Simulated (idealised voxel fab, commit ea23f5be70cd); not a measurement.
Name of the process module below: voxel ribs on slabs
We display cut, a cross-section 300 nm in width whose square cells are each 5 nm.
Cross-section layout: square cells on a grid; listed as bands, top to bottom; a band spans one or more cell rows.
For a band, the entry starts with two heights in nm, that of the top and then that of the bottom, and carries on with the band's materials in order from left to right, each alongside its width in nm; the word "full width" beside a single material means it fills the band edge to edge, and "empty" means empty space.
Heights are measured from 0, the level below which the as-received wafer is all one material; the lowest band has no bottom and continues downward, written as in "0 down".
When a width is written as two numbers, as in "30..40", the first number is the width in the top row of cells of the band and the second is the width in its bottom row, and the width changes by the same amount from each row to the next.
Any step labelled "no change" changed none of the cells in the cross-section.
The entry titled "Closed void catalog" provides the empty spaces that have no open way to the top, restricted to those of 8 cells or more. Each is presented as width x height at distance, the distance being measured from the left edge, with all three in nm.
Read whatever lies past the settings on a step's line as the simulator's own remark about the step.
overlay nm: right-of-plan distance of the mask on a masked step; negative values mean left-of-plan.
This section lists the process steps that were planned
| 1 | RECEIVE [material Si] |
| 2 | DIRECTIONAL_DEP [material SiO2] [thk nm 30] |
| 3 | DIRECTIONAL_DEP [material SiN] [thk nm 25] |
| 4 | MASKED_ETCH [tone cover] [mask id RIB] [width nm 20] [etch materials SiN] [depth nm 20] [overlay nm 0] |
| 5 | MASKED_ETCH [tone cover] [mask id SLAB] [width nm 60] [etch materials SiN] [depth nm 5] [overlay nm 0] |
| 6 | FILL_DEP [material SiO2] [thk nm 25] |
| 7 | CMP [height nm 75] |
| 8 | DIRECTIONAL_DEP [material W] [thk nm 5] |
| 9 | MASKED_ETCH [tone cover] [mask id HEATER] [width nm 30] [etch materials W] [depth nm 5] [overlay nm 0] |
| 10 | CONFORMAL_DEP [material SiO2] [thk nm 5] |
The first wafer of two, processed as planned
Wafer cross-section on receipt, i.e. after step 1
* 0 down | Si full width
* Closed void catalog: none
Take a look at the wafer's cross-section after step 2
* 30 to 0 | SiO2 full width
* Note: structure below 0 unchanged.
Take a look at the wafer's cross-section after step 3
* 55 to 30 | SiN full width
* Note: structure below 30 unchanged.
Take a look at the wafer's cross-section after step 4
* 55 to 35 | 140 empty, 20 SiN, 140 empty
* Note: structure below 35 unchanged.
Take a look at the wafer's cross-section after step 5
* 55 to 35 | 140 empty, 20 SiN, 140 empty
* 35 to 30 | 120 empty, 60 SiN, 120 empty
* Note: structure below 30 unchanged.
Take a look at the wafer's cross-section after step 6
* 80 to 55 | SiO2 full width
* 55 to 35 | 140 SiO2, 20 SiN, 140 SiO2
* 35 to 30 | 120 SiO2, 60 SiN, 120 SiO2
* Note: structure below 30 unchanged.
Take a look at the wafer's cross-section after step 7
* 75 to 55 | SiO2 full width
* Note: structure below 55 unchanged.
Take a look at the wafer's cross-section after step 8
* 80 to 75 | W full width
* Note: structure below 75 unchanged.
Take a look at the wafer's cross-section after step 9
* 80 to 75 | 135 empty, 30 W, 135 empty
* Note: structure below 75 unchanged.
Take a look at the wafer's cross-section after step 10
* 85 to 80 | 130 empty, 40 SiO2, 130 empty
* 80 to 75 | 135 SiO2, 30 W, 135 SiO2
* Note: structure below 75 unchanged.
Wafer two of the pair: same origin, same plan, one error during the run; identical to wafer one up to and including step 1
What the second wafer looks like in cross-section when step 2 should have wrapped up
* 25 to 0 | SiN full width
* Note: structure below 0 unchanged.
What the second wafer looks like in cross-section when step 3 should have wrapped up
* 55 to 25 | SiO2 full width
* Note: structure below 25 unchanged.
What the second wafer looks like in cross-section when step 4 should have wrapped up: no change
What the second wafer looks like in cross-section when step 5 should have wrapped up: no change
What the second wafer looks like in cross-section when step 6 should have wrapped up
* 80 to 25 | SiO2 full width
* Note: structure below 25 unchanged.
What the second wafer looks like in cross-section when step 7 should have wrapped up
* 75 to 25 | SiO2 full width
* Note: structure below 25 unchanged.
What the second wafer looks like in cross-section when step 8 should have wrapped up
* 80 to 75 | W full width
* Note: structure below 75 unchanged.
What the second wafer looks like in cross-section when step 9 should have wrapped up
* 80 to 75 | 135 empty, 30 W, 135 empty
* Note: structure below 75 unchanged.
What the second wafer looks like in cross-section when step 10 should have wrapped up
* 85 to 80 | 130 empty, 40 SiO2, 130 empty
* 80 to 75 | 135 SiO2, 30 W, 135 SiO2
* Note: structure below 75 unchanged.
What was done differently from what was planned? steps 2 and 3 swapped
The closing comparison, in cells, has the second wafer with more or fewer of some materials than the first: SiN +272, SiO2 -272
